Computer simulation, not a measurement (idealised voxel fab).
Process module under the name voxel gate over fins
Cross-sectional view cut (width: 210 nm; square cell size: 5 nm).
We lay out every cross-section as a grid of square cells and spell it out in bands from the top down, where one band means one or more rows of cells. First you get the band's top height and its bottom height, in nm, and then the materials it's made of, left to right, with each width in nm. If you see a single material with "everywhere", that one covers the band edge to edge. "blank" is empty space. Counting heights begins at 0, where everything beneath is, in the wafer as received, one material. The lowest band has no bottom; it goes on downwards, as "0 -> down" shows. Graded width ("30->40"): value in top row of band = first number; value in bottom row = second number; row-to-row change constant. Step note "no change occurred" = no cross-section cell changed. Basically, "Closed void catalog" tells you about the enclosed voids: empty spaces with no open way to the top, 8 cells or bigger, each written width x height at distance, where distance is from the left edge, all in nm. Formally, on a step line, whatever follows the settings is a remark that the simulator itself makes on the step. The optional step-line setting "overlay nm" applies to steps with a mask and quantifies how far to the right of its planned location the mask lay, a negative value indicating leftward placement.

**Steps in the process plan**
step 1: RECEIVE with material Si
step 2: CONFORMAL_DEP with material SiN, thk nm 10
step 3: MASKED_ETCH with tone cover, mask id FINS, width nm 15, pitch nm 40, etch materials SiN, depth nm 10, overlay nm 0
step 4: MASKED_ETCH with tone cover, mask id FINS, width nm 15, pitch nm 40, etch materials Si, depth nm 35, overlay nm 0
step 5: OXIDIZE with depth nm 5
step 6: FILL_DEP with material SiO2, thk nm 15
step 7: CMP with height nm 10
step 8: SELECTIVE_ETCH with etch materials SiO2, depth nm 20
step 9: STRIP with etch materials SiN
step 10: CONFORMAL_DEP with material HfO2, thk nm 5
step 11: CONFORMAL_DEP with material TiN, thk nm 5
step 12: FILL_DEP with material W, thk nm 15
step 13: CMP with height nm 20
step 14: CONFORMAL_DEP with material SiN, thk nm 5

**as received, after step 1**
* 0 -> down = Si everywhere
* Closed void catalog: none

**The module was run from the start shown above using the plan shown above, but one mistake was made doing it; the resulting wafer cross-section is below**
* 25 -> 20 = SiN everywhere
* 20 -> 5 = W everywhere
* 5 -> 0 = W (70)  TiN (25)  W (15)  TiN (25)  W (75)
* 0 -> -5 = TiN (75)  HfO2 (15)  TiN (25)  HfO2 (15)  TiN (80)
* -5 -> -10 = HfO2 (80)  Si (5)  HfO2 (35)  Si (5)  HfO2 (85)
* -10 -> -40 = SiO2 (80)  Si (5)  SiO2 (35)  Si (5)  SiO2 (85)
* -40 -> down = Si everywhere
* Closed void catalog: none
It is concluded that the wafer was processed incorrectly with respect to the plan, in that the plan's step 2 was left out and never carried out
